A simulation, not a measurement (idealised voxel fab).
process module | voxel wiring stack
cross-section cut | 210 nm wide | cells 5 nm
A cross-section is a grid of square cells, given in bands from the top down. A band is one or more rows of cells.
Each band's line starts with the height of the band's top and of its bottom, in nm. Then come its materials from left to right, each with its width in nm. One material with "throughout" fills the band from edge to edge. "air" is empty space.
Height 0 is the level under which the wafer as received is all one material. The lowest band goes on downwards, as in "0 down".
A width such as "30 to 40" changes by the same amount from each row of cells to the next, from the band's top row to its bottom row.
"no change" after a step means that no cell of the cross-section changed.
closed voids: empty space of 8 cells or more with no open way to the top, each as width x height at its distance from the left edge, in nm
after a step's settings: what the simulator itself notes on the step
overlay nm, on a step with a mask: how far to the right of its planned place the mask lay; to the left if negative
Each pair below shows a cross-section before one step and the cross-section after it, down to the lowest band that changed. The line under each pair gives the step between them, with its settings. The pairs can come from different runs of this module on the same starting wafer, so a pair continues from the pair above only where its "before" says so.
before
  130 to 115: resist 65 | air 15 | resist 35 | air 15 | resist 80
  115 to 100: aC 65 | air 15 | resist 10 | aC 25 | air 15 | resist 10 | aC 70
  100 to 85: lowk 65 | air 15 | aC 10 | lowk 25 | air 15 | aC 10 | lowk 70
  85 to 70: lowk throughout
  70 to 65: SiCN throughout
  65 to 55: lowk 65 | TiN 5 | Cu 20 | TiN 5 | lowk 20 | TiN 5 | Cu 20 | TiN 5 | lowk 65
  55 to 45: lowk 65 | TiN 5 | Cu 5 | TiN 20 to 5 | lowk 20 to 35 | TiN 5 | Cu 5 | TiN 20 to 5 | lowk 65 to 80
  45 to 40: lowk 65 | TiN 15 | lowk 35 | TiN 15 | lowk 80
  40 to 35: SiCN 70 | TiN 10 | SiCN 40 | TiN 10 | SiCN 80
  35 to 20: SiO2 65 | TiN 5 | Cu 15 | TiN 5 | SiO2 25 | TiN 5 | Cu 15 | TiN 5 | SiO2 70
  20 to 15: SiN 65 | TiN 25 | SiN 25 | TiN 25 | SiN 70
  15 to 0: SiO2 throughout
  0 down: Si throughout
  closed voids: none
after
  115 to 100: aC 65 | air 25 | aC 25 | air 25 | aC 70
  below 100: unchanged
  closed voids: none
the step between: op STRIP | etch materials resist
before: the cross-section after the pair above
after
  115 to 100: aC 65 | air 25 | aC 25 | air 25 | aC 70
  100 to 85: lowk 65 | air 15 | aC 10 | lowk 25 | air 15 | aC 10 | lowk 70
  85 to 70: lowk 65 | air 15 | lowk 35 | air 15 | lowk 80
  below 70: unchanged
  closed voids: none
the step between: op DIRECTIONAL_ETCH | etch materials lowk | depth nm 15
before: the cross-section after the pair above
after
  115 to 100: aC 65 | air 25 | aC 25 | air 25 | aC 70
  100 to 85: lowk 65 | air 15 | aC 10 | lowk 25 | air 15 | aC 10 | lowk 70
  85 to 70: lowk 65 | air 15 | lowk 35 | air 15 | lowk 80
  70 to 65: SiCN 65 | air 15 | SiCN 35 | air 15 | SiCN 80
  below 65: unchanged
  closed voids: none
the step between: op DIRECTIONAL_ETCH | etch materials SiCN | depth nm 5
before: the cross-section after the pair above
after
  100 to 85: lowk 65 | air 25 | lowk 25 | air 25 | lowk 70
  below 85: unchanged
  closed voids: none
the step between: op STRIP | etch materials aC
before: the cross-section after the pair above
after
  105 to 100: TiN 70 | air 15 | TiN 35 | air 15 | TiN 75
  100 to 90: lowk 65 | TiN 5 | air 15 | TiN 5 | lowk 25 | TiN 5 | air 15 | TiN 5 | lowk 70
  90 to 85: lowk 65 | TiN 5 | air 5 | TiN 15 | lowk 25 | TiN 5 | air 5 | TiN 15 | lowk 70
  85 to 70: lowk 65 | TiN 5 | air 5 | TiN 5 | lowk 35 | TiN 5 | air 5 | TiN 5 | lowk 80
  70 to 65: SiCN 65 | TiN 15 | SiCN 35 | TiN 15 | SiCN 80
  below 65: unchanged
  closed voids: none
the step between: op CONFORMAL_DEP | material TiN | thk nm 5
before: the cross-section after the pair above
after
  115 to 105: Cu throughout
  105 to 100: TiN 70 | Cu 15 | TiN 35 | Cu 15 | TiN 75
  100 to 90: lowk 65 | TiN 5 | Cu 15 | TiN 5 | lowk 25 | TiN 5 | Cu 15 | TiN 5 | lowk 70
  90 to 85: lowk 65 | TiN 5 | Cu 5 | TiN 15 | lowk 25 | TiN 5 | Cu 5 | TiN 15 | lowk 70
  85 to 70: lowk 65 | TiN 5 | Cu 5 | TiN 5 | lowk 35 | TiN 5 | Cu 5 | TiN 5 | lowk 80
  below 70: unchanged
  closed voids: none
the step between: op FILL_DEP | material Cu | thk nm 10
before: the cross-section after the pair above
after
  100 to 90: lowk 65 | TiN 5 | Cu 15 | TiN 5 | lowk 25 | TiN 5 | Cu 15 | TiN 5 | lowk 70
  below 90: unchanged
  closed voids: none
the step between: op CMP | height nm 100
before: the cross-section after the pair above
after
  105 to 100: SiN throughout
  below 100: unchanged
  closed voids: none
the step between: op CONFORMAL_DEP | material SiN | thk nm 5
before
  105 to 100: TiN 70 | air 15 | TiN 35 | air 15 | TiN 75
  100 to 90: lowk 65 | TiN 5 | air 15 | TiN 5 | lowk 25 | TiN 5 | air 15 | TiN 5 | lowk 70
  90 to 85: lowk 65 | TiN 5 | air 5 | TiN 15 | lowk 25 | TiN 5 | air 5 | TiN 15 | lowk 70
  85 to 70: lowk 65 | TiN 5 | air 5 | TiN 5 | lowk 35 | TiN 5 | air 5 | TiN 5 | lowk 80
  70 to 65: SiCN 65 | TiN 15 | SiCN 35 | TiN 15 | SiCN 80
  65 to 55: lowk 65 | TiN 5 | Cu 15 | TiN 5 | lowk 25 | TiN 5 | Cu 15 | TiN 5 | lowk 70
  55 to 50: lowk 65 | TiN 5 | Cu 5 | TiN 15 | lowk 25 | TiN 5 | Cu 5 | TiN 15 | lowk 70
  50 to 40: lowk 65 | TiN 5 | Cu 5 | TiN 5 | lowk 35 | TiN 5 | Cu 5 | TiN 5 | lowk 80
  40 to 35: SiCN 65 | TiN 15 | SiCN 35 | TiN 15 | SiCN 80
  35 to 20: SiO2 65 | TiN 5 | Cu 15 | TiN 5 | SiO2 25 | TiN 5 | Cu 15 | TiN 5 | SiO2 70
  20 to 15: SiN 65 | TiN 25 | SiN 25 | TiN 25 | SiN 70
  15 to 0: SiO2 throughout
  0 down: Si throughout
  closed voids: none
after
  115 to 105: lowk throughout
  105 to 100: TiN 70 | lowk 15 | TiN 35 | lowk 15 | TiN 75
  100 to 90: lowk 65 | TiN 5 | lowk 15 | TiN 5 | lowk 25 | TiN 5 | lowk 15 | TiN 5 | lowk 70
  90 to 85: lowk 65 | TiN 5 | lowk 5 | TiN 15 | lowk 25 | TiN 5 | lowk 5 | TiN 15 | lowk 70
  85 to 70: lowk 65 | TiN 5 | lowk 5 | TiN 5 | lowk 35 | TiN 5 | lowk 5 | TiN 5 | lowk 80
  below 70: unchanged
  closed voids: none
the step between: op FILL_DEP | material lowk | thk nm 10
before: the cross-section after the pair above
after
  100 to 90: lowk 65 | TiN 5 | lowk 15 | TiN 5 | lowk 25 | TiN 5 | lowk 15 | TiN 5 | lowk 70
  below 90: unchanged
  closed voids: none
the step between: op CMP | height nm 100
before: the cross-section after the pair above
after
  105 to 100: SiN throughout
  below 100: unchanged
  closed voids: none
the step between: op CONFORMAL_DEP | material SiN | thk nm 5
before
  100 to 70: lowk throughout
  70 to 65: SiCN throughout
  65 to 55: lowk 65 | TiN 5 | Cu 15 | TiN 5 | lowk 25 | TiN 5 | Cu 15 | TiN 5 | lowk 70
  55 to 50: lowk 65 | TiN 5 | Cu 5 | TiN 15 | lowk 25 | TiN 5 | Cu 5 | TiN 15 | lowk 70
  50 to 40: lowk 65 | TiN 5 | Cu 5 | TiN 5 | lowk 35 | TiN 5 | Cu 5 | TiN 5 | lowk 80
  40 to 35: SiCN 65 | TiN 15 | SiCN 35 | TiN 15 | SiCN 80
  35 to 20: SiO2 65 | TiN 5 | Cu 15 | TiN 5 | SiO2 25 | TiN 5 | Cu 15 | TiN 5 | SiO2 70
  20 to 15: SiN 65 | TiN 25 | SiN 25 | TiN 25 | SiN 70
  15 to 0: SiO2 throughout
  0 down: Si throughout
  closed voids: none
after
  100 to 85: air 65 | lowk 25 | air 25 | lowk 25 | air 70
  below 85: unchanged
  closed voids: none
the step between: op MASKED_ETCH | tone cover | mask id METAL_3 | width nm 25 | pitch nm 50 | etch materials lowk | depth nm 15 | overlay nm 0
before: the cross-section after the pair above
after
  115 to 100: air 65 | aC 25 | air 25 | aC 25 | air 70
  100 to 85: aC 65 | lowk 25 | aC 25 | lowk 25 | aC 70
  below 85: unchanged
  closed voids: none
the step between: op DIRECTIONAL_DEP | material aC | thk nm 15
before: the cross-section after the pair above
after
  145 to 115: resist 65 | air 15 | resist 35 | air 15 | resist 80
  115 to 100: resist 65 | aC 25 | resist 25 | aC 25 | resist 70
  below 100: unchanged
  closed voids: none
the step between: op PATTERN | tone open | mask id METAL_3_HOLES | material resist | width nm 15 | pitch nm 50 | thk nm 30 | overlay nm 0
before: the cross-section after the pair above
after
  130 to 115: resist 65 | air 15 | resist 35 | air 15 | resist 80
  115 to 100: resist 65 | air 15 | aC 10 | resist 25 | air 15 | aC 10 | resist 70
  below 100: unchanged
  closed voids: none
the step between: op DIRECTIONAL_ETCH | etch materials aC | depth nm 15
before: the cross-section after the pair above
after
  115 to 100: air 80 | aC 10 | air 40 | aC 10 | air 70
  below 100: unchanged
  closed voids: none
the step between: op STRIP | etch materials resist
before: the cross-section after the pair above
after
  115 to 100: air 80 | aC 10 | air 40 | aC 10 | air 70
  100 to 85: aC 65 | air 15 | lowk 10 | aC 25 | air 15 | lowk 10 | aC 70
  below 85: unchanged
  closed voids: none
the step between: op DIRECTIONAL_ETCH | etch materials lowk | depth nm 15
before: the cross-section after the pair above
after
  100 to 85: air 80 | lowk 10 | air 40 | lowk 10 | air 70
  below 85: unchanged
  closed voids: none
the step between: op STRIP | etch materials aC
before: the cross-section after the pair above
after
  105 to 100: air 75 | TiN 20 | air 30 | TiN 20 | air 65
  100 to 90: air 75 | TiN 5 | lowk 10 | TiN 5 | air 30 | TiN 5 | lowk 10 | TiN 5 | air 65
  90 to 85: TiN 80 | lowk 10 | TiN 40 | lowk 10 | TiN 70
  below 85: unchanged
  closed voids: none
the step between: op CONFORMAL_DEP | material TiN | thk nm 5
before: the cross-section after the pair above
after
  115 to 105: Cu throughout
  105 to 100: Cu 75 | TiN 20 | Cu 30 | TiN 20 | Cu 65
  100 to 90: Cu 75 | TiN 5 | lowk 10 | TiN 5 | Cu 30 | TiN 5 | lowk 10 | TiN 5 | Cu 65
  below 90: unchanged
  closed voids: none
the step between: op FILL_DEP | material Cu | thk nm 10
before: the cross-section after the pair above
after
  100 to 90: Cu 75 | TiN 5 | lowk 10 | TiN 5 | Cu 30 | TiN 5 | lowk 10 | TiN 5 | Cu 65
  below 90: unchanged
  closed voids: none
the step between: op CMP | height nm 100
before: the cross-section after the pair above
after
  105 to 100: SiN throughout
  below 100: unchanged
  closed voids: none
the step between: op CONFORMAL_DEP | material SiN | thk nm 5
